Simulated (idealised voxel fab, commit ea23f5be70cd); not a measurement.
voxel transistor to metal: a process module
The cross-section on display is named cut; it measures 200 nm wide, and its cells are 5 nm squares.
Think of the cross-section as a grid of square cells. We describe it in bands, top to bottom, and each band covers one or more rows of those cells. It is stipulated that each band's entry specify, in nanometres, the height of the top of the band and then that of its bottom, followed by the materials of the band in left-to-right sequence, each together with its width in nanometres. A single material marked by the word "throughout" is understood to fill the band from edge to edge; the word "air" is understood to denote empty space. Beneath 0, the wafer as received is one material, and that level is where height counting begins. The lowest band goes on downward without a bottom; it is written like "0..down". A width given as "30->40" starts at the first number in the band's top row and ends at the second number in its bottom row, shifting by an equal amount at every step from row to row. "no change" for a step: no cell of the cross-section changed in that step. Empty spaces without an open route to the top, at least 8 cells in extent, make up the entry "Enclosed voids"; each is given as width x height at distance, where the distance is measured from the left edge, and all are in nm. Formally, on a step line, whatever follows the settings is a remark that the simulator itself makes on the step. A step line may carry the setting "overlay nm", which, for steps involving a mask, states the distance by which the mask lay to the right of its intended position; negative values denote displacement to the left.

# Steps in the process plan
- 1: op RECEIVE | material Si
- 2: op CONFORMAL_DEP | material SiO2 | thk nm 5
- 3: op CONFORMAL_DEP | material SiN | thk nm 15
- 4: op PATTERN | tone cover | mask id ACTIVE | material resist | width nm 100 | thk nm 15 | overlay nm 0
- 5: op DIRECTIONAL_ETCH | etch materials SiN | depth nm 15
- 6: op DIRECTIONAL_ETCH | etch materials SiO2 | depth nm 5
- 7: op DIRECTIONAL_ETCH | etch materials Si | depth nm 30
- 8: op STRIP | etch materials resist
- 9: op OXIDIZE | depth nm 5
- 10: op FILL_DEP | material SiO2 | thk nm 5
- 11: op CMP | height nm 20
- 12: op SELECTIVE_ETCH | etch materials SiO2 | depth nm 15
- 13: op STRIP | etch materials SiN
- 14: op SELECTIVE_ETCH | etch materials SiO2 | depth nm 5
- 15: op OXIDIZE | depth nm 5
- 16: op DIRECTIONAL_DEP | material polySi | thk nm 20
- 17: op DIRECTIONAL_DEP | material SiCN | thk nm 15
- 18: op PATTERN | tone cover | mask id GATE | material resist | width nm 20 | thk nm 20 | overlay nm 0
- 19: op DIRECTIONAL_ETCH | etch materials SiCN | depth nm 25
- 20: op DIRECTIONAL_ETCH | etch materials polySi | depth nm 30
- 21: op STRIP | etch materials resist
- 22: op CONFORMAL_DEP | material SiO2 | thk nm 5
- 23: op DIRECTIONAL_ETCH | etch materials SiO2 | depth nm 5
- 24: op CONFORMAL_DEP | material SiN | thk nm 5
- 25: op DIRECTIONAL_ETCH | etch materials SiN | depth nm 5
- 26: op DIRECTIONAL_ETCH | etch materials SiO2 | depth nm 5
- 27: op DIRECTIONAL_ETCH | etch materials Si | depth nm 10
- 28: op EPI | material pSi | thk nm 15
- 29: op FILL_DEP | material SiO2 | thk nm 5
- 30: op CMP | height nm 35
- 31: op DIRECTIONAL_DEP | material SiO2 | thk nm 10
- 32: op DIRECTIONAL_DEP | material aC | thk nm 15
- 33: op PATTERN | tone open | mask id CONTACT | material resist | width nm 30 | pitch nm 60 | thk nm 30 | overlay nm 0
- 34: op DIRECTIONAL_ETCH | etch materials aC | depth nm 15
- 35: op STRIP | etch materials resist
- 36: op DIRECTIONAL_ETCH | etch materials SiO2 | depth nm 45
- 37: op STRIP | etch materials aC
- 38: op CONFORMAL_DEP | material TiN | thk nm 5
- 39: op FILL_DEP | material Ru | thk nm 10
- 40: op CMP | height nm 45
- 41: op DIRECTIONAL_DEP | material TiN | thk nm 5
- 42: op DIRECTIONAL_DEP | material W | thk nm 15
- 43: op PATTERN | tone cover | mask id METAL_1 | material resist | width nm 20 | pitch nm 70 | thk nm 15 | overlay nm 0
- 44: op DIRECTIONAL_ETCH | etch materials W | depth nm 15
- 45: op DIRECTIONAL_ETCH | etch materials TiN | depth nm 5
- 46: op STRIP | etch materials resist
- 47: op FILL_DEP | material lowk | thk nm 5
- 48: op CMP | height nm 65
- 49: op CONFORMAL_DEP | material SiCN | thk nm 5
- 50: op DIRECTIONAL_DEP | material lowk | thk nm 30
- 51: op MASKED_ETCH | tone open | mask id METAL_2_HOLES | width nm 15 | pitch nm 70 | etch materials lowk | depth nm 30 | overlay nm 0
- 52: op MASKED_ETCH | tone open | mask id METAL_2 | width nm 20 | pitch nm 70 | etch materials lowk | depth nm 20 | overlay nm 0
- 53: op MASKED_ETCH | tone open | mask id METAL_2 | width nm 20 | pitch nm 70 | etch materials SiCN | depth nm 5 | overlay nm 0
- 54: op CONFORMAL_DEP | material TiN | thk nm 5
- 55: op FILL_DEP | material Ru | thk nm 5
- 56: op CMP | height nm 100
- 57: op CONFORMAL_DEP | material SiN | thk nm 5

# This is the cross-section of the wafer as we received it, i.e. after step 1
	0..down = Si throughout
	Enclosed voids: none

# End-of-module XS, first of two wafers, run as planned
	105..100 = SiN throughout
	100..85 = 55 of lowk; 5 of TiN; 10 of Ru; 5 of TiN; 50 of lowk; 5 of TiN; 10 of Ru; 5 of TiN; 55 of lowk
	85..80 = 55 of lowk; 5 of TiN; 5 of Ru; 10 of TiN; 50 of lowk; 5 of TiN; 5 of Ru; 10 of TiN; 55 of lowk
	80..70 = 55 of lowk; 5 of TiN; 5 of Ru; 5 of TiN; 55 of lowk; 5 of TiN; 5 of Ru; 5 of TiN; 60 of lowk
	70..65 = 55 of SiCN; 15 of TiN; 55 of SiCN; 15 of TiN; 60 of SiCN
	65..50 = 55 of lowk; 20 of W; 50 of lowk; 20 of W; 55 of lowk
	50..45 = 55 of lowk; 20 of TiN; 50 of lowk; 20 of TiN; 55 of lowk
	45..35 = 55 of SiO2; 5 of TiN; 20->15 of Ru; 5->10 of TiN; 30 of SiO2; 5->10 of TiN; 20->15 of Ru; 5 of TiN; 55 of SiO2
	35..20 = 55 of SiO2; 5 of TiN; 15 of Ru; 5 of TiN; 5 of SiN; 5 of SiO2; 20 of SiCN; 5 of SiO2; 5 of SiN; 5 of TiN; 15 of Ru; 5 of TiN; 55 of SiO2
	20..15 = 55 of SiO2; 5 of TiN; 15 of Ru; 5 of TiN; 5 of SiN; 5 of SiO2; 20 of polySi; 5 of SiO2; 5 of SiN; 5 of TiN; 15 of Ru; 5 of TiN; 55 of SiO2
	15..10 = 55 of SiO2; 25 of TiN; 5 of SiN; 5 of SiO2; 20 of polySi; 5 of SiO2; 5 of SiN; 25 of TiN; 55 of SiO2
	10..0 = 55 of SiO2; 10 of TiN; 15 of pSi; 5 of SiN; 5 of SiO2; 20 of polySi; 5 of SiO2; 5 of SiN; 15 of pSi; 10 of TiN; 55 of SiO2
	0..-5 = 50 of SiO2; 30 of pSi; 40 of SiO2; 30 of pSi; 50 of SiO2
	-5..-15 = 55 of SiO2; 25 of pSi; 40 of Si; 25 of pSi; 55 of SiO2
	-15..-35 = 55 of SiO2; 90 of Si; 55 of SiO2
	-35..down = Si throughout
	Enclosed voids: none

# Cross-section of the latter of the two wafers at module completion. It had an identical start and an identical plan to the former; in running it, one mistake was made
	105..100 = SiN throughout
	100..85 = 55 of lowk; 5 of TiN; 10 of Ru; 5 of TiN; 50 of lowk; 5 of TiN; 10 of Ru; 5 of TiN; 55 of lowk
	85..80 = 55 of lowk; 5 of TiN; 5 of Ru; 10 of TiN; 50 of lowk; 5 of TiN; 5 of Ru; 10 of TiN; 55 of lowk
	80..70 = 55 of lowk; 5 of TiN; 5 of Ru; 5 of TiN; 55 of lowk; 5 of TiN; 5 of Ru; 5 of TiN; 60 of lowk
	70..65 = 55 of SiCN; 15 of TiN; 55 of SiCN; 15 of TiN; 60 of SiCN
	65..50 = 55 of lowk; 20 of W; 50 of lowk; 20 of W; 55 of lowk
	50..45 = 55 of lowk; 20 of TiN; 50 of lowk; 20 of TiN; 55 of lowk
	45..40 = 55 of SiO2; 5 of TiN; 20 of Ru; 5 of TiN; 30 of SiO2; 5 of TiN; 20 of Ru; 5 of TiN; 55 of SiO2
	40..35 = 55 of SiO2; 30 of TiN; 30 of SiO2; 30 of TiN; 55 of SiO2
	35..20 = 90 of SiCN; 5 of SiO2; 10 of SiN; 5 of SiO2; 90 of SiCN
	20..0 = 90 of polySi; 5 of SiO2; 10 of SiN; 5 of SiO2; 90 of polySi
	0..-5 = SiO2 throughout
	-5..-35 = 55 of SiO2; 90 of Si; 55 of SiO2
	-35..down = Si throughout
	Enclosed voids: none
In executing the process, a mistake was made relative to the plan: step 18 ran differently from the plan; actual operation with settings: op PATTERN | tone open | mask id GATE | material resist | width nm 20 | thk nm 20 | overlay nm 0
Wrapping up, a cell-based count of both wafers puts the second over or under the first for these materials: Ru: 30 fewer; Si: 20 more; SiCN: 96 more; SiO2: 142 fewer; TiN: 28 fewer; pSi: 44 fewer; polySi: 128 more
